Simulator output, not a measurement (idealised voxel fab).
The following is a process module called voxel gate over fins.
Cross-section cut: width 250 nm, square cells of 5 nm.
Just so we're on the same page, the cross-sections are grids of square cells, and they're listed out in bands top to bottom, each band one or more rows deep. First you get the band's top height and its bottom height, in nm, and then the materials it's made of, left to right, with each width in nm. If you see a single material with "full width", that one covers the band edge to edge. "air" is empty space. Heads up on the height convention: 0 is the point under which the incoming wafer is all one material, and the lowest band has no bottom, it just keeps going down, like "0 and below". Think of "30->40" as a width that walks from the first number to the second as you go down the band, top row to bottom row, taking equal-sized steps from row to row. For the purposes of this document, the phrase "no modifications" attached to a step denotes that no cell within the cross-section was modified by that step. Heads up: "Fully closed voids" only lists the empty pockets with no open path to the top that are 8 cells or more, and it writes them as width x height at distance, distance from the left edge, in nm. Heads up: the bit after the settings on a step's line is the simulator's remark on that step. Among the settings permitted on a step's line is "overlay nm"; applied to a step with a mask, it specifies the extent to which the mask lay to the right of its planned position, whereas a negative figure signifies a position to the left.

**Steps in the process plan**
| 1 | RECEIVE, material Si |
| 2 | CONFORMAL_DEP, material SiN, thk nm 10 |
| 3 | DIRECTIONAL_DEP, material aC, thk nm 15 |
| 4 | PATTERN, tone cover, mask id FINS, material resist, width nm 15, pitch nm 35, thk nm 30, overlay nm 0 |
| 5 | DIRECTIONAL_ETCH, etch materials aC, depth nm 15 |
| 6 | STRIP, etch materials resist |
| 7 | DIRECTIONAL_ETCH, etch materials SiN, depth nm 10 |
| 8 | DIRECTIONAL_ETCH, etch materials Si, depth nm 40 |
| 9 | STRIP, etch materials aC |
| 10 | FILL_DEP, material SiO2, thk nm 15 |
| 11 | CMP, height nm 10 |
| 12 | SELECTIVE_ETCH, etch materials SiO2, depth nm 25 |
| 13 | STRIP, etch materials SiN |
| 14 | CONFORMAL_DEP, material HfO2, thk nm 5 |
| 15 | CONFORMAL_DEP, material TiN, thk nm 5 |
| 16 | CONFORMAL_DEP, material TiAl, thk nm 5 |
| 17 | CONFORMAL_DEP, material TiN, thk nm 5 |
| 18 | FILL_DEP, material W, thk nm 15 |
| 19 | CMP, height nm 30 |
| 20 | CONFORMAL_DEP, material SiN, thk nm 5 |

**This is the cross-section of the wafer as we received it, i.e. after step 1**
  0 and below = Si full width
  Fully closed voids: none

**End state of the module in cross-section, given the above starting point and plan and one mistake in execution**
  35 down to 30 = SiN full width
  30 down to 20 = W full width
  20 down to 15 = W=70  TiN=90  W=90
  15 down to 10 = W=70  TiN=5  TiAl=80  TiN=5  W=90
  10 down to 5 = W=70  TiN=5  TiAl=5  TiN=70  TiAl=5  TiN=5  W=90
  5 down to 0 = TiN=75  TiAl=5  TiN=5  HfO2=25  TiN=10  HfO2=25  TiN=5  TiAl=5  TiN=95
  0 down to -5 = TiAl=80  TiN=5  HfO2=5  Si=15  HfO2=5  TiN=10  HfO2=5  Si=15  HfO2=5  TiN=5  TiAl=100
  -5 down to -10 = TiN=85  HfO2=5  Si=15  HfO2=5  TiN=10  HfO2=5  Si=15  HfO2=5  TiN=105
  -10 down to -15 = HfO2=90  Si=15  HfO2=20  Si=15  HfO2=110
  -15 down to -40 = SiO2=90  Si=15  SiO2=20  Si=15  SiO2=110
  -40 and below = Si full width
  Fully closed voids: none
Processing error: step 4 deviated from plan and actually ran as PATTERN, tone cover, mask id FINS, material resist, width nm 15, pitch nm 35, thk nm 30, overlay nm -10
